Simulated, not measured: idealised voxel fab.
process module | voxel capacitor over wiring
cross-section cut | 280 nm wide | cells 5 nm
A cross-section is a grid of square cells, given in bands from the top down. A band is one or more rows of cells.
Each band's line starts with the height of the band's top and of its bottom, in nm. Then come its materials from left to right, each with its width in nm. One material with "throughout" fills the band from edge to edge. "air" is empty space.
Height 0 is the level under which the wafer as received is all one material. The lowest band goes on downwards, as in "0 down".
A width such as "30 to 40" changes by the same amount from each row of cells to the next, from the band's top row to its bottom row.
"no change" after a step means that no cell of the cross-section changed.
closed voids: empty space of 8 cells or more with no open way to the top, each as width x height at its distance from the left edge, in nm
after a step's settings: what the simulator itself notes on the step
overlay nm, on a step with a mask: how far to the right of its planned place the mask lay; to the left if negative
plan
1 op RECEIVE | material Si
2 op CONFORMAL_DEP | material SiO2 | thk nm 15
3 op DIRECTIONAL_DEP | material TiN | thk nm 5
4 op DIRECTIONAL_DEP | material W | thk nm 20
5 op DIRECTIONAL_DEP | material aC | thk nm 10
6 op PATTERN | tone cover | mask id METAL_1 | material resist | width nm 30 | pitch nm 100 | thk nm 30 | overlay nm 0
7 op DIRECTIONAL_ETCH | etch materials aC | depth nm 10
8 op STRIP | etch materials resist
9 op DIRECTIONAL_ETCH | etch materials W | depth nm 20
10 op DIRECTIONAL_ETCH | etch materials TiN | depth nm 5
11 op STRIP | etch materials aC
12 op FILL_DEP | material SiO2 | thk nm 5
13 op CMP | height nm 40
14 op CONFORMAL_DEP | material SiCN | thk nm 5
15 op DIRECTIONAL_DEP | material SiO2 | thk nm 20
16 op PATTERN | tone open | mask id PLUG_1 | material resist | width nm 15 | thk nm 15 | overlay nm 0
17 op DIRECTIONAL_ETCH | etch materials SiO2 | depth nm 20
18 op DIRECTIONAL_ETCH | etch materials SiCN | depth nm 5
19 op STRIP | etch materials resist
20 op CONFORMAL_DEP | material TiN | thk nm 5
21 op FILL_DEP | material Cu | thk nm 5
22 op CMP | height nm 65
23 op DIRECTIONAL_DEP | material TiN | thk nm 10
24 op DIRECTIONAL_DEP | material HfO2 | thk nm 5
25 op DIRECTIONAL_DEP | material TiN | thk nm 5
26 op DIRECTIONAL_DEP | material aC | thk nm 15
27 op PATTERN | tone cover | mask id UPPER_PLATE | material resist | width nm 75 | thk nm 30 | overlay nm 0
28 op DIRECTIONAL_ETCH | etch materials aC | depth nm 15
29 op STRIP | etch materials resist
30 op DIRECTIONAL_ETCH | etch materials TiN | depth nm 5
31 op DIRECTIONAL_ETCH | etch materials HfO2 | depth nm 5
32 op STRIP | etch materials aC
33 op MASKED_ETCH | tone cover | mask id LOWER_PLATE | width nm 85 | etch materials TiN | depth nm 10 | overlay nm 0
34 op FILL_DEP | material SiO2 | thk nm 20
35 op CMP | height nm 100
36 op DIRECTIONAL_DEP | material aC | thk nm 15
37 op PATTERN | tone open | mask id PLUG_2 | material resist | width nm 15 | thk nm 35 | overlay nm 0
38 op DIRECTIONAL_ETCH | etch materials aC | depth nm 15
39 op STRIP | etch materials resist
40 op DIRECTIONAL_ETCH | etch materials SiO2 | depth nm 15
41 op STRIP | etch materials aC
42 op CONFORMAL_DEP | material TiN | thk nm 5
43 op FILL_DEP | material Ru | thk nm 10
44 op CMP | height nm 100
45 op CONFORMAL_DEP | material SiCN | thk nm 5
as received, after step 1
  0 down: Si throughout
  closed voids: none
a wafer at the end: this start, this plan, one mistake
  105 to 100: SiCN throughout
  100 to 90: SiO2 100 | TiN 5 | Ru 5 | TiN 5 | SiO2 165
  90 to 80: SiO2 100 to 90 | TiN 15 to 75 | SiO2 165 to 115
  80 to 75: SiO2 90 | HfO2 75 | SiO2 115
  75 to 65: SiO2 85 | TiN 85 | SiO2 110
  65 to 45: SiO2 90 | TiN 5 | Cu 5 | TiN 5 | SiO2 175
  45 to 40: SiCN 90 | TiN 15 | SiCN 175
  40 to 35: SiO2 75 | W 30 | SiO2 70 | W 30 | SiO2 75
  35 to 30: SiO2 75 | TiN 30 | SiO2 70 | TiN 30 | SiO2 75
  30 to 0: SiO2 throughout
  0 down: Si throughout
  closed voids: none
what went wrong: step 2 was run twice
